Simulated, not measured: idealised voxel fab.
Process module in this document: voxel transistor to metal
Each square cell in cross-section cut measures 5 nm, and the section as a whole is 170 nm wide.
Think of the cross-section as a grid of square cells. We describe it in bands, top to bottom, and each band covers one or more rows of those cells.
Top height, bottom height, nm. Materials left to right, width each, nm. Single material + "full width" = fills band edge to edge. "empty" = empty.
Beneath 0, the wafer as received is one material, and that level is where height counting begins. The lowest band goes on downward without a bottom; it is written like "0 down".
Width spec "30 to 40" -> top row of cells at first value, bottom row at second value, equal per-row change in between.
Key: "left unchanged" - step with no changed cell in the cross-section.
Listed in "Sealed-off cavities": every empty space of 8 or more cells without an open way to the top. Form: width x height at distance, the distance being from the left edge, all in nm.
Where a step's line continues beyond its settings, the continuation is a remark by the simulator itself on that step.
For masked steps, "overlay nm" on the step line gives how far right of plan the mask actually lay; a minus sign means it lay to the left.
**Steps in the process plan**
1,RECEIVE: material Si
2,OXIDIZE: depth nm 5
3,CONFORMAL_DEP: material SiN, thk nm 15
4,PATTERN: tone cover, mask id ACTIVE, material resist, width nm 95, thk nm 15, overlay nm 0
5,DIRECTIONAL_ETCH: etch materials SiN, depth nm 15
6,DIRECTIONAL_ETCH: etch materials SiO2, depth nm 5
7,DIRECTIONAL_ETCH: etch materials Si, depth nm 25
8,STRIP: etch materials resist
9,OXIDIZE: depth nm 5
10,FILL_DEP: material SiO2, thk nm 10
11,CMP: height nm 15
12,SELECTIVE_ETCH: etch materials SiO2, depth nm 15
13,STRIP: etch materials SiN
14,SELECTIVE_ETCH: etch materials SiO2, depth nm 5
15,OXIDIZE: depth nm 5
16,DIRECTIONAL_DEP: material polySi, thk nm 30
17,DIRECTIONAL_DEP: material SiCN, thk nm 10
18,MASKED_ETCH: tone cover, mask id GATE, width nm 25, etch materials SiCN, depth nm 20, overlay nm 0
19,MASKED_ETCH: tone cover, mask id GATE, width nm 25, etch materials polySi, depth nm 40, overlay nm 0
20,CONFORMAL_DEP: material SiN, thk nm 10
21,DIRECTIONAL_ETCH: etch materials SiN, depth nm 10
22,DIRECTIONAL_ETCH: etch materials SiO2, depth nm 5
23,EPI: material nSi, thk nm 5
24,FILL_DEP: material SiO2, thk nm 5
25,CMP: height nm 35
26,DIRECTIONAL_DEP: material SiO2, thk nm 15
27,PATTERN: tone open, mask id CONTACT, material resist, width nm 25, pitch nm 60, thk nm 15, overlay nm 0
28,DIRECTIONAL_ETCH: etch materials SiO2, depth nm 55
29,STRIP: etch materials resist
30,CONFORMAL_DEP: material TiN, thk nm 5
31,FILL_DEP: material Ru, thk nm 5
32,CMP: height nm 50
33,CONFORMAL_DEP: material SiN, thk nm 5
34,DIRECTIONAL_DEP: material SiO2, thk nm 20
35,PATTERN: tone open, mask id METAL_1, material resist, width nm 15, pitch nm 70, thk nm 15, overlay nm 0
36,DIRECTIONAL_ETCH: etch materials SiO2, depth nm 20
37,DIRECTIONAL_ETCH: etch materials SiN, depth nm 5
38,STRIP: etch materials resist
39,CONFORMAL_DEP: material TiN, thk nm 5
40,FILL_DEP: material Ru, thk nm 10
41,CMP: height nm 75
42,CONFORMAL_DEP: material SiN, thk nm 5
**Here's what the wafer looked like in cross-section when it arrived - that's after step 1**
  0 down | Si full width
  Sealed-off cavities: none
**Final wafer profile in cross-section after the module, from the same start and plan as above, with one mistake made during processing**
  80 to 75 | SiN full width
  75 to 55 | SiO2 (40) / TiN (5) / Ru (5) / TiN (5) / SiO2 (55) / TiN (5) / Ru (5) / TiN (5) / SiO2 (45)
  55 to 50 | SiN (40) / TiN (15) / SiN (55) / TiN (15) / SiN (45)
  50 to 40 | SiO2 (40) / TiN (5) / Ru (15) / TiN (5) / SiO2 (35) / TiN (5) / Ru (15) / TiN (5) / SiO2 (45)
  40 to 35 | SiO2 (40) / TiN (5) / Ru (10) / TiN (10) / SiO2 (35) / TiN (10) / Ru (10) / TiN (5) / SiO2 (45)
  35 to 25 | SiO2 (40) / TiN (5) / Ru (10) / TiN (5) / SiN (10) / SiCN (25) / SiN (10) / TiN (5) / Ru (10) / TiN (5) / SiO2 (45)
  25 to 0 | SiO2 (40) / TiN (5) / Ru (10) / TiN (5) / SiN (10) / polySi (25) / SiN (10) / TiN (5) / Ru (10) / TiN (5) / SiO2 (45)
  0 to -5 | SiO2 (40) / TiN (20) / SiN (10) / polySi (25) / SiN (10) / TiN (20) / SiO2 (45)
  -5 to -10 | SiO2 (30) / SiN (10) / nSi (20) / SiO2 (45) / nSi (20) / SiN (10) / SiO2 (35)
  -10 to -20 | SiO2 (30) / SiN (10) / SiO2 (5) / Si (75) / SiO2 (5) / SiN (10) / SiO2 (35)
  -20 to -25 | SiO2 (45) / Si (75) / SiO2 (50)
  -25 to -35 | SiO2 (40) / Si (85) / SiO2 (45)
  -35 down | Si full width
  Sealed-off cavities: none
The plan and the run diverged here: in the plan, step 12 was performed twice
